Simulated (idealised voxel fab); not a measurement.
process module | voxel gate over fins
Pictured: cross-section cut, 275 nm wide, on a grid of 5 nm square cells.
Cross-sections here: square-cell grids, written as top-down lists of bands, a band being one or more rows of cells.
For a band, the entry starts with two heights in nm, that of the top and then that of the bottom, and carries on with the band's materials in order from left to right, each alongside its width in nm; the word "full width" beside a single material means it fills the band edge to edge, and "blank" means empty space.
Heights are reckoned from 0. Under this level, the received wafer is all of one material. The bottommost band is open-ended downward, for example "0 down".
The two numbers in a width such as "30 to 40" mark its ends across the band: the first belongs to the top row of cells, the second to the bottom row, and from each row to the next the width moves by the same amount.
No cell of the cross-section changed in a step that is given as "nothing was modified".
Entry "Sealed-off cavities" = empty spaces >= 8 cells with no open way to the top; each as width x height at distance, distance from left edge, all nm.
If you see something after the settings on a step's line, that's the simulator's own remark about that step.
overlay nm, on a step with a mask: how far to the right of its planned place the mask lay; to the left if negative

[Steps in the process plan]
- 1: op RECEIVE | material Si
- 2: op CONFORMAL_DEP | material SiN | thk nm 10
- 3: op DIRECTIONAL_DEP | material aC | thk nm 15
- 4: op PATTERN | tone cover | mask id FINS | material resist | width nm 15 | pitch nm 50 | thk nm 35 | overlay nm 0
- 5: op DIRECTIONAL_ETCH | etch materials aC | depth nm 15
- 6: op STRIP | etch materials resist
- 7: op DIRECTIONAL_ETCH | etch materials SiN | depth nm 10
- 8: op DIRECTIONAL_ETCH | etch materials Si | depth nm 40
- 9: op STRIP | etch materials aC
- 10: op OXIDIZE | depth nm 5
- 11: op FILL_DEP | material SiO2 | thk nm 15
- 12: op CMP | height nm 10
- 13: op MASKED_ETCH | tone open | mask id RAIL | width nm 15 | etch materials SiO2 | depth nm 45 | overlay nm 0
- 14: op CONFORMAL_DEP | material TiN | thk nm 5
- 15: op FILL_DEP | material W | thk nm 10
- 16: op CMP | height nm 10
- 17: op SELECTIVE_ETCH | etch materials W Ru TiN | depth nm 30
- 18: op FILL_DEP | material SiO2 | thk nm 5
- 19: op CMP | height nm 10
- 20: op SELECTIVE_ETCH | etch materials SiO2 | depth nm 20
- 21: op STRIP | etch materials SiN
- 22: op CONFORMAL_DEP | material HfO2 | thk nm 5
- 23: op CONFORMAL_DEP | material TiN | thk nm 5
- 24: op CONFORMAL_DEP | material TiAl | thk nm 5
- 25: op CONFORMAL_DEP | material TiN | thk nm 5
- 26: op FILL_DEP | material W | thk nm 15
- 27: op CMP | height nm 30
- 28: op CONFORMAL_DEP | material SiCN | thk nm 10

[Of two wafers, the first: run according to plan]

[Incoming wafer in cross-section (state: after step 1)]
0 down | Si full width
Sealed-off cavities: none

[How the wafer stands in section after step 2]
10 to 0 | SiN full width
For the remainder of the cross-section, below 0, there is no change.

[How the wafer stands in section after step 3]
25 to 10 | aC full width
For the remainder of the cross-section, below 10, there is no change.

[How the wafer stands in section after step 4]
60 to 25 | blank: 105, then resist: 15, then blank: 35, then resist: 15, then blank: 105
For the remainder of the cross-section, below 25, there is no change.

[How the wafer stands in section after step 5]
45 to 25 | blank: 105, then resist: 15, then blank: 35, then resist: 15, then blank: 105
25 to 10 | blank: 105, then aC: 15, then blank: 35, then aC: 15, then blank: 105
For the remainder of the cross-section, below 10, there is no change.

[How the wafer stands in section after step 6]
25 to 10 | blank: 105, then aC: 15, then blank: 35, then aC: 15, then blank: 105
For the remainder of the cross-section, below 10, there is no change.

[How the wafer stands in section after step 7]
25 to 10 | blank: 105, then aC: 15, then blank: 35, then aC: 15, then blank: 105
10 to 0 | blank: 105, then SiN: 15, then blank: 35, then SiN: 15, then blank: 105
For the remainder of the cross-section, below 0, there is no change.

[How the wafer stands in section after step 8]
25 to 10 | blank: 105, then aC: 15, then blank: 35, then aC: 15, then blank: 105
10 to 0 | blank: 105, then SiN: 15, then blank: 35, then SiN: 15, then blank: 105
0 to -40 | blank: 105, then Si: 15, then blank: 35, then Si: 15, then blank: 105
For the remainder of the cross-section, below -40, there is no change.

[How the wafer stands in section after step 9]
10 to 0 | blank: 105, then SiN: 15, then blank: 35, then SiN: 15, then blank: 105
For the remainder of the cross-section, below 0, there is no change.

[How the wafer stands in section after step 10]
10 to 0 | blank: 105, then SiN: 15, then blank: 35, then SiN: 15, then blank: 105
0 to -40 | blank: 105, then SiO2: 5, then Si: 5, then SiO2: 5, then blank: 35, then SiO2: 5, then Si: 5, then SiO2: 5, then blank: 105
-40 to -45 | SiO2: 110, then Si: 5, then SiO2: 45, then Si: 5, then SiO2: 110
For the remainder of the cross-section, below -45, there is no change.

[How the wafer stands in section after step 11]
25 to 10 | SiO2 full width
10 to 0 | SiO2: 105, then SiN: 15, then SiO2: 35, then SiN: 15, then SiO2: 105
0 to -45 | SiO2: 110, then Si: 5, then SiO2: 45, then Si: 5, then SiO2: 110
For the remainder of the cross-section, below -45, there is no change.

[How the wafer stands in section after step 12]
10 to 0 | SiO2: 105, then SiN: 15, then SiO2: 35, then SiN: 15, then SiO2: 105
For the remainder of the cross-section, below 0, there is no change.

[How the wafer stands in section after step 13]
10 to 0 | SiO2: 105, then SiN: 15, then SiO2: 10, then blank: 15, then SiO2: 10, then SiN: 15, then SiO2: 105
0 to -35 | SiO2: 110, then Si: 5, then SiO2: 15, then blank: 15, then SiO2: 15, then Si: 5, then SiO2: 110
For the remainder of the cross-section, below -35, there is no change.

[How the wafer stands in section after step 14]
15 to 10 | TiN: 135, then blank: 5, then TiN: 135
10 to 0 | SiO2: 105, then SiN: 15, then SiO2: 10, then TiN: 5, then blank: 5, then TiN: 5, then SiO2: 10, then SiN: 15, then SiO2: 105
0 to -30 | SiO2: 110, then Si: 5, then SiO2: 15, then TiN: 5, then blank: 5, then TiN: 5, then SiO2: 15, then Si: 5, then SiO2: 110
-30 to -35 | SiO2: 110, then Si: 5, then SiO2: 15, then TiN: 15, then SiO2: 15, then Si: 5, then SiO2: 110
For the remainder of the cross-section, below -35, there is no change.

[How the wafer stands in section after step 15]
25 to 15 | W full width
15 to 10 | TiN: 135, then W: 5, then TiN: 135
10 to 0 | SiO2: 105, then SiN: 15, then SiO2: 10, then TiN: 5, then W: 5, then TiN: 5, then SiO2: 10, then SiN: 15, then SiO2: 105
0 to -30 | SiO2: 110, then Si: 5, then SiO2: 15, then TiN: 5, then W: 5, then TiN: 5, then SiO2: 15, then Si: 5, then SiO2: 110
For the remainder of the cross-section, below -30, there is no change.

[How the wafer stands in section after step 16]
10 to 0 | SiO2: 105, then SiN: 15, then SiO2: 10, then TiN: 5, then W: 5, then TiN: 5, then SiO2: 10, then SiN: 15, then SiO2: 105
For the remainder of the cross-section, below 0, there is no change.

[How the wafer stands in section after step 17]
10 to 0 | SiO2: 105, then SiN: 15, then SiO2: 10, then blank: 15, then SiO2: 10, then SiN: 15, then SiO2: 105
0 to -20 | SiO2: 110, then Si: 5, then SiO2: 15, then blank: 15, then SiO2: 15, then Si: 5, then SiO2: 110
For the remainder of the cross-section, below -20, there is no change.

[How the wafer stands in section after step 18]
15 to 10 | SiO2 full width
10 to 0 | SiO2: 105, then SiN: 15, then SiO2: 35, then SiN: 15, then SiO2: 105
0 to -20 | SiO2: 110, then Si: 5, then SiO2: 45, then Si: 5, then SiO2: 110
For the remainder of the cross-section, below -20, there is no change.

[How the wafer stands in section after step 19]
10 to 0 | SiO2: 105, then SiN: 15, then SiO2: 35, then SiN: 15, then SiO2: 105
For the remainder of the cross-section, below 0, there is no change.

[How the wafer stands in section after step 20]
10 to 0 | blank: 105, then SiN: 15, then blank: 35, then SiN: 15, then blank: 105
0 to -10 | blank: 110, then Si: 5, then blank: 45, then Si: 5, then blank: 110
For the remainder of the cross-section, below -10, there is no change.

[How the wafer stands in section after step 21]
0 to -10 | blank: 110, then Si: 5, then blank: 45, then Si: 5, then blank: 110
For the remainder of the cross-section, below -10, there is no change.

[How the wafer stands in section after step 22]
5 to 0 | blank: 105, then HfO2: 15, then blank: 35, then HfO2: 15, then blank: 105
0 to -5 | blank: 105, then HfO2: 5, then Si: 5, then HfO2: 5, then blank: 35, then HfO2: 5, then Si: 5, then HfO2: 5, then blank: 105
-5 to -10 | HfO2: 110, then Si: 5, then HfO2: 45, then Si: 5, then HfO2: 110
For the remainder of the cross-section, below -10, there is no change.

[How the wafer stands in section after step 23]
10 to 5 | blank: 100, then TiN: 25, then blank: 25, then TiN: 25, then blank: 100
5 to 0 | blank: 100, then TiN: 5, then HfO2: 15, then TiN: 5, then blank: 25, then TiN: 5, then HfO2: 15, then TiN: 5, then blank: 100
0 to -5 | TiN: 105, then HfO2: 5, then Si: 5, then HfO2: 5, then TiN: 35, then HfO2: 5, then Si: 5, then HfO2: 5, then TiN: 105
For the remainder of the cross-section, below -5, there is no change.

[How the wafer stands in section after step 24]
15 to 10 | blank: 95, then TiAl: 35, then blank: 15, then TiAl: 35, then blank: 95
10 to 5 | blank: 95, then TiAl: 5, then TiN: 25, then TiAl: 5, then blank: 15, then TiAl: 5, then TiN: 25, then TiAl: 5, then blank: 95
5 to 0 | TiAl: 100, then TiN: 5, then HfO2: 15, then TiN: 5, then TiAl: 25, then TiN: 5, then HfO2: 15, then TiN: 5, then TiAl: 100
For the remainder of the cross-section, below 0, there is no change.

[How the wafer stands in section after step 25]
20 to 15 | blank: 90, then TiN: 45, then blank: 5, then TiN: 45, then blank: 90
15 to 10 | blank: 90, then TiN: 5, then TiAl: 35, then TiN: 5, then blank: 5, then TiN: 5, then TiAl: 35, then TiN: 5, then blank: 90
10 to 5 | TiN: 95, then TiAl: 5, then TiN: 25, then TiAl: 5, then TiN: 15, then TiAl: 5, then TiN: 25, then TiAl: 5, then TiN: 95
For the remainder of the cross-section, below 5, there is no change.

[How the wafer stands in section after step 26]
35 to 20 | W full width
20 to 15 | W: 90, then TiN: 45, then W: 5, then TiN: 45, then W: 90
15 to 10 | W: 90, then TiN: 5, then TiAl: 35, then TiN: 5, then W: 5, then TiN: 5, then TiAl: 35, then TiN: 5, then W: 90
For the remainder of the cross-section, below 10, there is no change.

[How the wafer stands in section after step 27]
30 to 20 | W full width
For the remainder of the cross-section, below 20, there is no change.

[How the wafer stands in section after step 28]
40 to 30 | SiCN full width
For the remainder of the cross-section, below 30, there is no change.

[Okay, second wafer. Nothing different at the start, nothing different in the plan, just one mistake somewhere in the running. As far as step 25, counting that step, it's the first wafer all over again]

[Cross-section: second wafer, time at which step 26 was scheduled to end]
35 to 20 | aC full width
20 to 15 | aC: 90, then TiN: 45, then aC: 5, then TiN: 45, then aC: 90
15 to 10 | aC: 90, then TiN: 5, then TiAl: 35, then TiN: 5, then aC: 5, then TiN: 5, then TiAl: 35, then TiN: 5, then aC: 90
For the remainder of the cross-section, below 10, there is no change.

[Cross-section: second wafer, time at which step 27 was scheduled to end]
30 to 20 | aC full width
For the remainder of the cross-section, below 20, there is no change.

[Cross-section: second wafer, time at which step 28 was scheduled to end]
40 to 30 | SiCN full width
For the remainder of the cross-section, below 30, there is no change.
what went wrong: step 26 ran with different settings than intended, the actual operation and settings being op FILL_DEP | material aC | thk nm 15
Counted in cells at the end, the second wafer holds more or fewer of these materials than the first: W: 184 fewer; aC: 184 more
